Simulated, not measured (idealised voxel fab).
process module | voxel transistor to metal
cross-section cut | 165 nm wide | cells 5 nm
A cross-section is a grid of square cells, given in bands from the top down. A band is one or more rows of cells.
Each band's line starts with the height of the band's top and of its bottom, in nm. Then come its materials from left to right, each with its width in nm. One material with "throughout" fills the band from edge to edge. "air" is empty space.
Height 0 is the level under which the wafer as received is all one material. The lowest band goes on downwards, as in "0 down".
A width such as "30 to 40" changes by the same amount from each row of cells to the next, from the band's top row to its bottom row.
"no change" after a step means that no cell of the cross-section changed.
closed voids: empty space of 8 cells or more with no open way to the top, each as width x height at its distance from the left edge, in nm
after a step's settings: what the simulator itself notes on the step
overlay nm, on a step with a mask: how far to the right of its planned place the mask lay; to the left if negative
plan
1 op RECEIVE | material Si
2 op OXIDIZE | depth nm 5
3 op CONFORMAL_DEP | material SiN | thk nm 10
4 op MASKED_ETCH | tone cover | mask id ACTIVE | width nm 110 | etch materials SiN | depth nm 10 | overlay nm 0
5 op MASKED_ETCH | tone cover | mask id ACTIVE | width nm 110 | etch materials SiO2 | depth nm 5 | overlay nm 0
6 op MASKED_ETCH | tone cover | mask id ACTIVE | width nm 110 | etch materials Si | depth nm 25 | overlay nm 0
7 op OXIDIZE | depth nm 5
8 op FILL_DEP | material SiO2 | thk nm 15
9 op CMP | height nm 10
10 op SELECTIVE_ETCH | etch materials SiO2 | depth nm 5
11 op STRIP | etch materials SiN
12 op SELECTIVE_ETCH | etch materials SiO2 | depth nm 5
13 op OXIDIZE | depth nm 5
14 op DIRECTIONAL_DEP | material polySi | thk nm 30
15 op DIRECTIONAL_DEP | material SiCN | thk nm 15
16 op PATTERN | tone cover | mask id GATE | material resist | width nm 30 | thk nm 15 | overlay nm 0
17 op DIRECTIONAL_ETCH | etch materials SiCN | depth nm 25
18 op DIRECTIONAL_ETCH | etch materials polySi | depth nm 40
19 op STRIP | etch materials resist
20 op CONFORMAL_DEP | material SiO2 | thk nm 5
21 op DIRECTIONAL_ETCH | etch materials SiO2 | depth nm 5
22 op CONFORMAL_DEP | material SiN | thk nm 10
23 op DIRECTIONAL_ETCH | etch materials SiN | depth nm 10
24 op DIRECTIONAL_ETCH | etch materials SiO2 | depth nm 5
25 op DIRECTIONAL_ETCH | etch materials Si | depth nm 5
26 op EPI | material pSi | thk nm 10
27 op FILL_DEP | material SiO2 | thk nm 10
28 op CMP | height nm 25
29 op STRIP | etch materials polySi
30 op SELECTIVE_ETCH | etch materials SiO2 | depth nm 5
31 op CONFORMAL_DEP | material HfO2 | thk nm 5
32 op CONFORMAL_DEP | material TiN | thk nm 5
33 op FILL_DEP | material W | thk nm 5
34 op CMP | height nm 20
35 op DIRECTIONAL_DEP | material SiO2 | thk nm 10
36 op PATTERN | tone open | mask id CONTACT | material resist | width nm 15 | pitch nm 75 | thk nm 20 | overlay nm 0
37 op DIRECTIONAL_ETCH | etch materials SiO2 | depth nm 30
38 op STRIP | etch materials resist
39 op CONFORMAL_DEP | material TiN | thk nm 5
40 op FILL_DEP | material Ru | thk nm 10
41 op CMP | height nm 30
42 op DIRECTIONAL_DEP | material TiN | thk nm 5
43 op DIRECTIONAL_DEP | material W | thk nm 15
44 op PATTERN | tone cover | mask id METAL_1 | material resist | width nm 15 | pitch nm 75 | thk nm 20 | overlay nm 0
45 op DIRECTIONAL_ETCH | etch materials W | depth nm 15
46 op DIRECTIONAL_ETCH | etch materials TiN | depth nm 5
47 op STRIP | etch materials resist
48 op FILL_DEP | material lowk | thk nm 5
49 op CMP | height nm 50
50 op CONFORMAL_DEP | material SiCN | thk nm 5
first wafer, as planned
as received, after step 1
  0 down: Si throughout
  closed voids: none
after step 2
  0 to -5: SiO2 throughout
  below -5: unchanged
after step 3
  10 to 0: SiN throughout
  below 0: unchanged
after step 4
  10 to 0: air 25 | SiN 110 | air 30
  below 0: unchanged
after step 5
  10 to 0: air 25 | SiN 110 | air 30
  0 to -5: air 25 | SiO2 110 | air 30
  below -5: unchanged
after step 6
  10 to 0: air 25 | SiN 110 | air 30
  0 to -5: air 25 | SiO2 110 | air 30
  -5 to -30: air 25 | Si 110 | air 30
  below -30: unchanged
after step 7
  10 to 0: air 25 | SiN 110 | air 30
  0 to -5: air 25 | SiO2 110 | air 30
  -5 to -30: air 25 | SiO2 5 | Si 100 | SiO2 5 | air 30
  -30 to -35: SiO2 30 | Si 100 | SiO2 35
  below -35: unchanged
after step 8
  25 to 10: SiO2 throughout
  10 to 0: SiO2 25 | SiN 110 | SiO2 30
  0 to -5: SiO2 throughout
  -5 to -35: SiO2 30 | Si 100 | SiO2 35
  below -35: unchanged
after step 9
  10 to 0: SiO2 25 | SiN 110 | SiO2 30
  below 0: unchanged
after step 10
  10 to 5: air 25 | SiN 110 | air 30
  below 5: unchanged
after step 11
  5 to 0: SiO2 25 | air 110 | SiO2 30
  below 0: unchanged
after step 12
  0 to -5: SiO2 20 | air 120 | SiO2 25
  below -5: unchanged
after step 13
  0 to -5: SiO2 20 | air 120 | SiO2 25
  -5 to -10: SiO2 throughout
  below -10: unchanged
after step 14
  30 to 25: polySi 20 | air 120 | polySi 25
  25 to 0: polySi throughout
  0 to -5: SiO2 20 | polySi 120 | SiO2 25
  below -5: unchanged
after step 15
  45 to 40: SiCN 20 | air 120 | SiCN 25
  40 to 30: SiCN throughout
  30 to 25: polySi 20 | SiCN 120 | polySi 25
  below 25: unchanged
after step 16
  60 to 45: air 65 | resist 30 | air 70
  45 to 40: SiCN 20 | air 45 | resist 30 | air 45 | SiCN 25
  below 40: unchanged
after step 17
  60 to 40: air 65 | resist 30 | air 70
  40 to 30: air 65 | SiCN 30 | air 70
  30 to 25: polySi 20 | air 45 | SiCN 30 | air 45 | polySi 25
  below 25: unchanged
after step 18
  60 to 40: air 65 | resist 30 | air 70
  40 to 25: air 65 | SiCN 30 | air 70
  25 to 0: air 65 | polySi 30 | air 70
  0 to -5: SiO2 20 | air 45 | polySi 30 | air 45 | SiO2 25
  below -5: unchanged
after step 19
  40 to 25: air 65 | SiCN 30 | air 70
  below 25: unchanged
after step 20
  45 to 40: air 60 | SiO2 40 | air 65
  40 to 25: air 60 | SiO2 5 | SiCN 30 | SiO2 5 | air 65
  25 to 5: air 60 | SiO2 5 | polySi 30 | SiO2 5 | air 65
  5 to 0: SiO2 25 | air 35 | SiO2 5 | polySi 30 | SiO2 5 | air 35 | SiO2 30
  0 to -5: SiO2 65 | polySi 30 | SiO2 70
  below -5: unchanged
after step 21
  40 to 25: air 60 | SiO2 5 | SiCN 30 | SiO2 5 | air 65
  25 to 0: air 60 | SiO2 5 | polySi 30 | SiO2 5 | air 65
  0 to -5: SiO2 25 | air 35 | SiO2 5 | polySi 30 | SiO2 5 | air 35 | SiO2 30
  below -5: unchanged
after step 22
  50 to 40: air 50 | SiN 60 | air 55
  40 to 25: air 50 | SiN 10 | SiO2 5 | SiCN 30 | SiO2 5 | SiN 10 | air 55
  25 to 10: air 50 | SiN 10 | SiO2 5 | polySi 30 | SiO2 5 | SiN 10 | air 55
  10 to 5: SiN 35 | air 15 | SiN 10 | SiO2 5 | polySi 30 | SiO2 5 | SiN 10 | air 15 | SiN 40
  5 to 0: SiN 60 | SiO2 5 | polySi 30 | SiO2 5 | SiN 65
  0 to -5: SiO2 25 | SiN 35 | SiO2 5 | polySi 30 | SiO2 5 | SiN 35 | SiO2 30
  below -5: unchanged
after step 23
  40 to 25: air 50 | SiN 10 | SiO2 5 | SiCN 30 | SiO2 5 | SiN 10 | air 55
  25 to 0: air 50 | SiN 10 | SiO2 5 | polySi 30 | SiO2 5 | SiN 10 | air 55
  0 to -5: SiO2 25 | SiN 10 | air 15 | SiN 10 | SiO2 5 | polySi 30 | SiO2 5 | SiN 10 | air 15 | SiN 10 | SiO2 30
  below -5: unchanged
after step 24
  40 to 35: air 50 | SiN 10 | air 5 | SiCN 30 | air 5 | SiN 10 | air 55
  35 to 25: air 50 | SiN 10 | SiO2 5 | SiCN 30 | SiO2 5 | SiN 10 | air 55
  25 to 0: air 50 | SiN 10 | SiO2 5 | polySi 30 | SiO2 5 | SiN 10 | air 55
  0 to -5: air 25 | SiN 10 | air 15 | SiN 10 | SiO2 5 | polySi 30 | SiO2 5 | SiN 10 | air 15 | SiN 10 | air 30
  -5 to -10: SiO2 35 | air 15 | SiO2 60 | air 15 | SiO2 40
  below -10: unchanged
after step 25
  40 to 35: air 50 | SiN 10 | air 5 | SiCN 30 | air 5 | SiN 10 | air 55
  35 to 25: air 50 | SiN 10 | SiO2 5 | SiCN 30 | SiO2 5 | SiN 10 | air 55
  25 to 0: air 50 | SiN 10 | SiO2 5 | polySi 30 | SiO2 5 | SiN 10 | air 55
  0 to -5: air 25 | SiN 10 | air 15 | SiN 10 | SiO2 5 | polySi 30 | SiO2 5 | SiN 10 | air 15 | SiN 10 | air 30
  -5 to -10: SiO2 35 | air 15 | SiO2 60 | air 15 | SiO2 40
  -10 to -15: SiO2 30 | Si 5 | air 15 | Si 60 | air 15 | Si 5 | SiO2 35
  below -15: unchanged
after step 26
  40 to 35: air 50 | SiN 10 | air 5 | SiCN 30 | air 5 | SiN 10 | air 55
  35 to 25: air 50 | SiN 10 | SiO2 5 | SiCN 30 | SiO2 5 | SiN 10 | air 55
  25 to 0: air 50 | SiN 10 | SiO2 5 | polySi 30 | SiO2 5 | SiN 10 | air 55
  0 to -5: air 25 | SiN 10 | pSi 15 | SiN 10 | SiO2 5 | polySi 30 | SiO2 5 | SiN 10 | pSi 15 | SiN 10 | air 30
  -5 to -10: SiO2 35 | pSi 15 | SiO2 60 | pSi 15 | SiO2 40
  -10 to -15: SiO2 30 | Si 5 | pSi 15 | Si 60 | pSi 15 | Si 5 | SiO2 35
  below -15: unchanged
after step 27
  50 to 40: SiO2 throughout
  40 to 25: SiO2 50 | SiN 10 | SiO2 5 | SiCN 30 | SiO2 5 | SiN 10 | SiO2 55
  25 to 0: SiO2 50 | SiN 10 | SiO2 5 | polySi 30 | SiO2 5 | SiN 10 | SiO2 55
  0 to -5: SiO2 25 | SiN 10 | pSi 15 | SiN 10 | SiO2 5 | polySi 30 | SiO2 5 | SiN 10 | pSi 15 | SiN 10 | SiO2 30
  below -5: unchanged
after step 28
  25 to 0: SiO2 50 | SiN 10 | SiO2 5 | polySi 30 | SiO2 5 | SiN 10 | SiO2 55
  below 0: unchanged
after step 29
  25 to 0: SiO2 50 | SiN 10 | SiO2 5 | air 30 | SiO2 5 | SiN 10 | SiO2 55
  0 to -5: SiO2 25 | SiN 10 | pSi 15 | SiN 10 | SiO2 5 | air 30 | SiO2 5 | SiN 10 | pSi 15 | SiN 10 | SiO2 30
  below -5: unchanged
after step 30
  25 to 20: air 50 | SiN 10 | air 40 | SiN 10 | air 55
  20 to 0: SiO2 50 | SiN 10 | air 40 | SiN 10 | SiO2 55
  0 to -5: SiO2 25 | SiN 10 | pSi 15 | SiN 10 | air 40 | SiN 10 | pSi 15 | SiN 10 | SiO2 30
  -5 to -10: SiO2 35 | pSi 15 | SiO2 10 | air 40 | SiO2 10 | pSi 15 | SiO2 40
  below -10: unchanged
after step 31
  30 to 25: air 45 | HfO2 20 | air 30 | HfO2 20 | air 50
  25 to 20: HfO2 50 | SiN 10 | HfO2 5 | air 30 | HfO2 5 | SiN 10 | HfO2 55
  20 to 0: SiO2 50 | SiN 10 | HfO2 5 | air 30 | HfO2 5 | SiN 10 | SiO2 55
  0 to -5: SiO2 25 | SiN 10 | pSi 15 | SiN 10 | HfO2 5 | air 30 | HfO2 5 | SiN 10 | pSi 15 | SiN 10 | SiO2 30
  -5 to -10: SiO2 35 | pSi 15 | SiO2 10 | HfO2 40 | SiO2 10 | pSi 15 | SiO2 40
  below -10: unchanged
after step 32
  35 to 30: air 40 | TiN 30 | air 20 | TiN 30 | air 45
  30 to 25: TiN 45 | HfO2 20 | TiN 5 | air 20 | TiN 5 | HfO2 20 | TiN 50
  25 to 20: HfO2 50 | SiN 10 | HfO2 5 | TiN 5 | air 20 | TiN 5 | HfO2 5 | SiN 10 | HfO2 55
  20 to 0: SiO2 50 | SiN 10 | HfO2 5 | TiN 5 | air 20 | TiN 5 | HfO2 5 | SiN 10 | SiO2 55
  0 to -5: SiO2 25 | SiN 10 | pSi 15 | SiN 10 | HfO2 5 | TiN 30 | HfO2 5 | SiN 10 | pSi 15 | SiN 10 | SiO2 30
  below -5: unchanged
after step 33
  40 to 35: W throughout
  35 to 30: W 40 | TiN 30 | W 20 | TiN 30 | W 45
  30 to 25: TiN 45 | HfO2 20 | TiN 5 | W 20 | TiN 5 | HfO2 20 | TiN 50
  25 to 20: HfO2 50 | SiN 10 | HfO2 5 | TiN 5 | W 20 | TiN 5 | HfO2 5 | SiN 10 | HfO2 55
  20 to 0: SiO2 50 | SiN 10 | HfO2 5 | TiN 5 | W 20 | TiN 5 | HfO2 5 | SiN 10 | SiO2 55
  below 0: unchanged
after step 34
  20 to 0: SiO2 50 | SiN 10 | HfO2 5 | TiN 5 | W 20 | TiN 5 | HfO2 5 | SiN 10 | SiO2 55
  below 0: unchanged
after step 35
  30 to 20: SiO2 throughout
  below 20: unchanged
after step 36
  50 to 30: resist 35 | air 15 | resist 60 | air 15 | resist 40
  below 30: unchanged
after step 37
  50 to 30: resist 35 | air 15 | resist 60 | air 15 | resist 40
  30 to 20: SiO2 35 | air 15 | SiO2 60 | air 15 | SiO2 40
  20 to 0: SiO2 35 | air 15 | SiN 10 | HfO2 5 | TiN 5 | W 20 | TiN 5 | HfO2 5 | SiN 10 | air 15 | SiO2 40
  below 0: unchanged
after step 38
  30 to 20: SiO2 35 | air 15 | SiO2 60 | air 15 | SiO2 40
  below 20: unchanged
after step 39
  35 to 30: TiN 40 | air 5 | TiN 70 | air 5 | TiN 45
  30 to 20: SiO2 35 | TiN 5 | air 5 | TiN 5 | SiO2 60 | TiN 5 | air 5 | TiN 5 | SiO2 40
  20 to 5: SiO2 35 | TiN 5 | air 5 | TiN 5 | SiN 10 | HfO2 5 | TiN 5 | W 20 | TiN 5 | HfO2 5 | SiN 10 | TiN 5 | air 5 | TiN 5 | SiO2 40
  5 to 0: SiO2 35 | TiN 15 | SiN 10 | HfO2 5 | TiN 5 | W 20 | TiN 5 | HfO2 5 | SiN 10 | TiN 15 | SiO2 40
  below 0: unchanged
after step 40
  45 to 35: Ru throughout
  35 to 30: TiN 40 | Ru 5 | TiN 70 | Ru 5 | TiN 45
  30 to 20: SiO2 35 | TiN 5 | Ru 5 | TiN 5 | SiO2 60 | TiN 5 | Ru 5 | TiN 5 | SiO2 40
  20 to 5: SiO2 35 | TiN 5 | Ru 5 | TiN 5 | SiN 10 | HfO2 5 | TiN 5 | W 20 | TiN 5 | HfO2 5 | SiN 10 | TiN 5 | Ru 5 | TiN 5 | SiO2 40
  below 5: unchanged
after step 41
  30 to 20: SiO2 35 | TiN 5 | Ru 5 | TiN 5 | SiO2 60 | TiN 5 | Ru 5 | TiN 5 | SiO2 40
  below 20: unchanged
after step 42
  35 to 30: TiN throughout
  below 30: unchanged
after step 43
  50 to 35: W throughout
  below 35: unchanged
after step 44
  70 to 50: air 35 | resist 15 | air 60 | resist 15 | air 40
  below 50: unchanged
after step 45
  70 to 50: air 35 | resist 15 | air 60 | resist 15 | air 40
  50 to 35: air 35 | W 15 | air 60 | W 15 | air 40
  below 35: unchanged
after step 46
  70 to 50: air 35 | resist 15 | air 60 | resist 15 | air 40
  50 to 35: air 35 | W 15 | air 60 | W 15 | air 40
  35 to 30: air 35 | TiN 15 | air 60 | TiN 15 | air 40
  below 30: unchanged
after step 47
  50 to 35: air 35 | W 15 | air 60 | W 15 | air 40
  below 35: unchanged
after step 48
  55 to 50: lowk throughout
  50 to 35: lowk 35 | W 15 | lowk 60 | W 15 | lowk 40
  35 to 30: lowk 35 | TiN 15 | lowk 60 | TiN 15 | lowk 40
  below 30: unchanged
after step 49
  50 to 35: lowk 35 | W 15 | lowk 60 | W 15 | lowk 40
  below 35: unchanged
after step 50
  55 to 50: SiCN throughout
  below 50: unchanged
second wafer: like start, like plan, one mistake. Through step 15 it matches the first wafer
when step 16 should have ended
  60 to 45: air 55 | resist 30 | air 80
  45 to 40: SiCN 20 | air 35 | resist 30 | air 55 | SiCN 25
  below 40: unchanged
when step 17 should have ended
  60 to 40: air 55 | resist 30 | air 80
  40 to 30: air 55 | SiCN 30 | air 80
  30 to 25: polySi 20 | air 35 | SiCN 30 | air 55 | polySi 25
  below 25: unchanged
when step 18 should have ended
  60 to 40: air 55 | resist 30 | air 80
  40 to 25: air 55 | SiCN 30 | air 80
  25 to 0: air 55 | polySi 30 | air 80
  0 to -5: SiO2 20 | air 35 | polySi 30 | air 55 | SiO2 25
  below -5: unchanged
when step 19 should have ended
  40 to 25: air 55 | SiCN 30 | air 80
  below 25: unchanged
when step 20 should have ended
  45 to 40: air 50 | SiO2 40 | air 75
  40 to 25: air 50 | SiO2 5 | SiCN 30 | SiO2 5 | air 75
  25 to 5: air 50 | SiO2 5 | polySi 30 | SiO2 5 | air 75
  5 to 0: SiO2 25 | air 25 | SiO2 5 | polySi 30 | SiO2 5 | air 45 | SiO2 30
  0 to -5: SiO2 55 | polySi 30 | SiO2 80
  below -5: unchanged
when step 21 should have ended
  40 to 25: air 50 | SiO2 5 | SiCN 30 | SiO2 5 | air 75
  25 to 0: air 50 | SiO2 5 | polySi 30 | SiO2 5 | air 75
  0 to -5: SiO2 25 | air 25 | SiO2 5 | polySi 30 | SiO2 5 | air 45 | SiO2 30
  below -5: unchanged
when step 22 should have ended
  50 to 40: air 40 | SiN 60 | air 65
  40 to 25: air 40 | SiN 10 | SiO2 5 | SiCN 30 | SiO2 5 | SiN 10 | air 65
  25 to 10: air 40 | SiN 10 | SiO2 5 | polySi 30 | SiO2 5 | SiN 10 | air 65
  10 to 5: SiN 35 | air 5 | SiN 10 | SiO2 5 | polySi 30 | SiO2 5 | SiN 10 | air 25 | SiN 40
  5 to 0: SiN 50 | SiO2 5 | polySi 30 | SiO2 5 | SiN 75
  0 to -5: SiO2 25 | SiN 25 | SiO2 5 | polySi 30 | SiO2 5 | SiN 45 | SiO2 30
  below -5: unchanged
when step 23 should have ended
  40 to 25: air 40 | SiN 10 | SiO2 5 | SiCN 30 | SiO2 5 | SiN 10 | air 65
  25 to 0: air 40 | SiN 10 | SiO2 5 | polySi 30 | SiO2 5 | SiN 10 | air 65
  0 to -5: SiO2 25 | SiN 10 | air 5 | SiN 10 | SiO2 5 | polySi 30 | SiO2 5 | SiN 10 | air 25 | SiN 10 | SiO2 30
  below -5: unchanged
when step 24 should have ended
  40 to 35: air 40 | SiN 10 | air 5 | SiCN 30 | air 5 | SiN 10 | air 65
  35 to 25: air 40 | SiN 10 | SiO2 5 | SiCN 30 | SiO2 5 | SiN 10 | air 65
  25 to 0: air 40 | SiN 10 | SiO2 5 | polySi 30 | SiO2 5 | SiN 10 | air 65
  0 to -5: air 25 | SiN 10 | air 5 | SiN 10 | SiO2 5 | polySi 30 | SiO2 5 | SiN 10 | air 25 | SiN 10 | air 30
  -5 to -10: SiO2 35 | air 5 | SiO2 60 | air 25 | SiO2 40
  below -10: unchanged
when step 25 should have ended
  40 to 35: air 40 | SiN 10 | air 5 | SiCN 30 | air 5 | SiN 10 | air 65
  35 to 25: air 40 | SiN 10 | SiO2 5 | SiCN 30 | SiO2 5 | SiN 10 | air 65
  25 to 0: air 40 | SiN 10 | SiO2 5 | polySi 30 | SiO2 5 | SiN 10 | air 65
  0 to -5: air 25 | SiN 10 | air 5 | SiN 10 | SiO2 5 | polySi 30 | SiO2 5 | SiN 10 | air 25 | SiN 10 | air 30
  -5 to -10: SiO2 35 | air 5 | SiO2 60 | air 25 | SiO2 40
  -10 to -15: SiO2 30 | Si 5 | air 5 | Si 60 | air 25 | Si 5 | SiO2 35
  below -15: unchanged
when step 26 should have ended
  40 to 35: air 40 | SiN 10 | air 5 | SiCN 30 | air 5 | SiN 10 | air 65
  35 to 25: air 40 | SiN 10 | SiO2 5 | SiCN 30 | SiO2 5 | SiN 10 | air 65
  25 to 0: air 40 | SiN 10 | SiO2 5 | polySi 30 | SiO2 5 | SiN 10 | air 65
  0 to -5: air 25 | SiN 10 | pSi 5 | SiN 10 | SiO2 5 | polySi 30 | SiO2 5 | SiN 10 | pSi 10 | air 5 | pSi 10 | SiN 10 | air 30
  -5 to -10: SiO2 35 | pSi 5 | SiO2 60 | pSi 25 | SiO2 40
  -10 to -15: SiO2 30 | Si 5 | pSi 5 | Si 60 | pSi 25 | Si 5 | SiO2 35
  below -15: unchanged
when step 27 should have ended
  50 to 40: SiO2 throughout
  40 to 25: SiO2 40 | SiN 10 | SiO2 5 | SiCN 30 | SiO2 5 | SiN 10 | SiO2 65
  25 to 0: SiO2 40 | SiN 10 | SiO2 5 | polySi 30 | SiO2 5 | SiN 10 | SiO2 65
  0 to -5: SiO2 25 | SiN 10 | pSi 5 | SiN 10 | SiO2 5 | polySi 30 | SiO2 5 | SiN 10 | pSi 10 | SiO2 5 | pSi 10 | SiN 10 | SiO2 30
  below -5: unchanged
when step 28 should have ended
  25 to 0: SiO2 40 | SiN 10 | SiO2 5 | polySi 30 | SiO2 5 | SiN 10 | SiO2 65
  below 0: unchanged
when step 29 should have ended
  25 to 0: SiO2 40 | SiN 10 | SiO2 5 | air 30 | SiO2 5 | SiN 10 | SiO2 65
  0 to -5: SiO2 25 | SiN 10 | pSi 5 | SiN 10 | SiO2 5 | air 30 | SiO2 5 | SiN 10 | pSi 10 | SiO2 5 | pSi 10 | SiN 10 | SiO2 30
  below -5: unchanged
when step 30 should have ended
  25 to 20: air 40 | SiN 10 | air 40 | SiN 10 | air 65
  20 to 0: SiO2 40 | SiN 10 | air 40 | SiN 10 | SiO2 65
  0 to -5: SiO2 25 | SiN 10 | pSi 5 | SiN 10 | air 40 | SiN 10 | pSi 10 | SiO2 5 | pSi 10 | SiN 10 | SiO2 30
  -5 to -10: SiO2 35 | pSi 5 | SiO2 10 | air 40 | SiO2 10 | pSi 25 | SiO2 40
  below -10: unchanged
when step 31 should have ended
  30 to 25: air 35 | HfO2 20 | air 30 | HfO2 20 | air 60
  25 to 20: HfO2 40 | SiN 10 | HfO2 5 | air 30 | HfO2 5 | SiN 10 | HfO2 65
  20 to 0: SiO2 40 | SiN 10 | HfO2 5 | air 30 | HfO2 5 | SiN 10 | SiO2 65
  0 to -5: SiO2 25 | SiN 10 | pSi 5 | SiN 10 | HfO2 5 | air 30 | HfO2 5 | SiN 10 | pSi 10 | SiO2 5 | pSi 10 | SiN 10 | SiO2 30
  -5 to -10: SiO2 35 | pSi 5 | SiO2 10 | HfO2 40 | SiO2 10 | pSi 25 | SiO2 40
  below -10: unchanged
when step 32 should have ended
  35 to 30: air 30 | TiN 30 | air 20 | TiN 30 | air 55
  30 to 25: TiN 35 | HfO2 20 | TiN 5 | air 20 | TiN 5 | HfO2 20 | TiN 60
  25 to 20: HfO2 40 | SiN 10 | HfO2 5 | TiN 5 | air 20 | TiN 5 | HfO2 5 | SiN 10 | HfO2 65
  20 to 0: SiO2 40 | SiN 10 | HfO2 5 | TiN 5 | air 20 | TiN 5 | HfO2 5 | SiN 10 | SiO2 65
  0 to -5: SiO2 25 | SiN 10 | pSi 5 | SiN 10 | HfO2 5 | TiN 30 | HfO2 5 | SiN 10 | pSi 10 | SiO2 5 | pSi 10 | SiN 10 | SiO2 30
  below -5: unchanged
when step 33 should have ended
  40 to 35: W throughout
  35 to 30: W 30 | TiN 30 | W 20 | TiN 30 | W 55
  30 to 25: TiN 35 | HfO2 20 | TiN 5 | W 20 | TiN 5 | HfO2 20 | TiN 60
  25 to 20: HfO2 40 | SiN 10 | HfO2 5 | TiN 5 | W 20 | TiN 5 | HfO2 5 | SiN 10 | HfO2 65
  20 to 0: SiO2 40 | SiN 10 | HfO2 5 | TiN 5 | W 20 | TiN 5 | HfO2 5 | SiN 10 | SiO2 65
  below 0: unchanged
when step 34 should have ended
  20 to 0: SiO2 40 | SiN 10 | HfO2 5 | TiN 5 | W 20 | TiN 5 | HfO2 5 | SiN 10 | SiO2 65
  below 0: unchanged
when step 35 should have ended
  30 to 20: SiO2 throughout
  below 20: unchanged
when step 36 should have ended
  50 to 30: resist 35 | air 15 | resist 60 | air 15 | resist 40
  below 30: unchanged
when step 37 should have ended
  50 to 30: resist 35 | air 15 | resist 60 | air 15 | resist 40
  30 to 20: SiO2 35 | air 15 | SiO2 60 | air 15 | SiO2 40
  20 to 0: SiO2 35 | air 5 | SiN 10 | HfO2 5 | TiN 5 | W 20 | TiN 5 | HfO2 5 | SiN 10 | SiO2 10 | air 15 | SiO2 40
  below 0: unchanged
when step 38 should have ended
  30 to 20: SiO2 35 | air 15 | SiO2 60 | air 15 | SiO2 40
  below 20: unchanged
when step 39 should have ended
  35 to 30: TiN 40 | air 5 | TiN 70 | air 5 | TiN 45
  30 to 25: SiO2 35 | TiN 5 | air 5 | TiN 5 | SiO2 60 | TiN 5 | air 5 | TiN 5 | SiO2 40
  25 to 20: SiO2 35 | TiN 15 | SiO2 60 | TiN 5 | air 5 | TiN 5 | SiO2 40
  20 to 5: SiO2 35 | TiN 5 | SiN 10 | HfO2 5 | TiN 5 | W 20 | TiN 5 | HfO2 5 | SiN 10 | SiO2 10 | TiN 5 | air 5 | TiN 5 | SiO2 40
  5 to 0: SiO2 35 | TiN 5 | SiN 10 | HfO2 5 | TiN 5 | W 20 | TiN 5 | HfO2 5 | SiN 10 | SiO2 10 | TiN 15 | SiO2 40
  below 0: unchanged
when step 40 should have ended
  45 to 35: Ru throughout
  35 to 30: TiN 40 | Ru 5 | TiN 70 | Ru 5 | TiN 45
  30 to 25: SiO2 35 | TiN 5 | Ru 5 | TiN 5 | SiO2 60 | TiN 5 | Ru 5 | TiN 5 | SiO2 40
  25 to 20: SiO2 35 | TiN 15 | SiO2 60 | TiN 5 | Ru 5 | TiN 5 | SiO2 40
  20 to 5: SiO2 35 | TiN 5 | SiN 10 | HfO2 5 | TiN 5 | W 20 | TiN 5 | HfO2 5 | SiN 10 | SiO2 10 | TiN 5 | Ru 5 | TiN 5 | SiO2 40
  below 5: unchanged
when step 41 should have ended
  30 to 25: SiO2 35 | TiN 5 | Ru 5 | TiN 5 | SiO2 60 | TiN 5 | Ru 5 | TiN 5 | SiO2 40
  below 25: unchanged
when step 42 should have ended
  35 to 30: TiN throughout
  below 30: unchanged
when step 43 should have ended
  50 to 35: W throughout
  below 35: unchanged
when step 44 should have ended
  70 to 50: air 35 | resist 15 | air 60 | resist 15 | air 40
  below 50: unchanged
when step 45 should have ended
  70 to 50: air 35 | resist 15 | air 60 | resist 15 | air 40
  50 to 35: air 35 | W 15 | air 60 | W 15 | air 40
  below 35: unchanged
when step 46 should have ended
  70 to 50: air 35 | resist 15 | air 60 | resist 15 | air 40
  50 to 35: air 35 | W 15 | air 60 | W 15 | air 40
  35 to 30: air 35 | TiN 15 | air 60 | TiN 15 | air 40
  below 30: unchanged
when step 47 should have ended
  50 to 35: air 35 | W 15 | air 60 | W 15 | air 40
  below 35: unchanged
when step 48 should have ended
  55 to 50: lowk throughout
  50 to 35: lowk 35 | W 15 | lowk 60 | W 15 | lowk 40
  35 to 30: lowk 35 | TiN 15 | lowk 60 | TiN 15 | lowk 40
  below 30: unchanged
when step 49 should have ended
  50 to 35: lowk 35 | W 15 | lowk 60 | W 15 | lowk 40
  below 35: unchanged
when step 50 should have ended
  55 to 50: SiCN throughout
  below 50: unchanged
what went wrong: step 16 ran as: op PATTERN | tone cover | mask id GATE | material resist | width nm 30 | thk nm 15 | overlay nm -10
at the end the second wafer has, in cells: 4 fewer of Ru | 9 more of SiO2 | 4 fewer of TiN | 1 fewer of pSi
